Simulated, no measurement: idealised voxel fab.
Name of the process module below: voxel quadruple lines
Section cut is 260 nm wide and gridded with 5 nm square cells.
In this document a cross-section is written as a grid of square cells. It is given as a series of bands, listed from the top down, and a band is one or more rows of cells.
Band entry format. Leading values: height of top, height of bottom, nm. Remainder: materials in left-to-right order, each with its width in nm. Special words: "everywhere" on a single material, which then fills the band edge to edge; "blank", empty space.
Below 0: as-received wafer, all one material; heights counted from there. Lowest band: no bottom, goes on down, written "0 down".
When a width is written as two numbers, as in "30 to 40", the first number is the width in the top row of cells of the band and the second is the width in its bottom row, and the width changes by the same amount from each row to the next.
Where the words "nothing altered" appear for a step, the cross-section shows no cell changed by that step; every cell remained as before.
Closed-off voids of 8+ cells (no open route to the top) go in "Closed void entries", written width x height at distance from the left edge, in nm.
Where a step's line continues beyond its settings, the continuation is a remark by the simulator itself on that step.
"overlay nm" on a masked step: distance the mask lay right of its planned place, negative for left.

The following list gives the planned process steps
step 1: RECEIVE with material Si
step 2: CONFORMAL_DEP with material Al2O3, thk nm 5
step 3: DIRECTIONAL_DEP with material Ru, thk nm 10
step 4: DIRECTIONAL_DEP with material polySi, thk nm 15
step 5: DIRECTIONAL_DEP with material aC, thk nm 25
step 6: PATTERN with tone cover, mask id MANDREL, material resist, width nm 30, pitch nm 80, thk nm 35, overlay nm 0
step 7: DIRECTIONAL_ETCH with etch materials aC, depth nm 25
step 8: STRIP with etch materials resist
step 9: CONFORMAL_DEP with material SiO2, thk nm 10
step 10: DIRECTIONAL_ETCH with etch materials SiO2, depth nm 10
step 11: STRIP with etch materials aC
step 12: DIRECTIONAL_ETCH with etch materials polySi, depth nm 15
step 13: STRIP with etch materials SiO2
step 14: CONFORMAL_DEP with material SiCN, thk nm 10
step 15: DIRECTIONAL_ETCH with etch materials SiCN, depth nm 10
step 16: STRIP with etch materials polySi
step 17: DIRECTIONAL_ETCH with etch materials Ru, depth nm 10
step 18: STRIP with etch materials SiCN

Cross-section, incoming material, after step 1
0 down | Si everywhere
Closed void entries: none

Result of the module, cross-sectioned: start per above, plan per above, one error in how it was run
25 to 15 | blank (55); Ru (10); blank (10); Ru (10); blank (10); Ru (10); blank (10); Ru (10); blank (10); Ru (10); blank (10); Ru (10); blank (10); Ru (10); blank (10); Ru (10); blank (55)
15 to 0 | Al2O3 everywhere
0 down | Si everywhere
Closed void entries: none
Deviation noted in wafer processing: step 2 was not run as planned; what actually ran was CONFORMAL_DEP with material Al2O3, thk nm 15
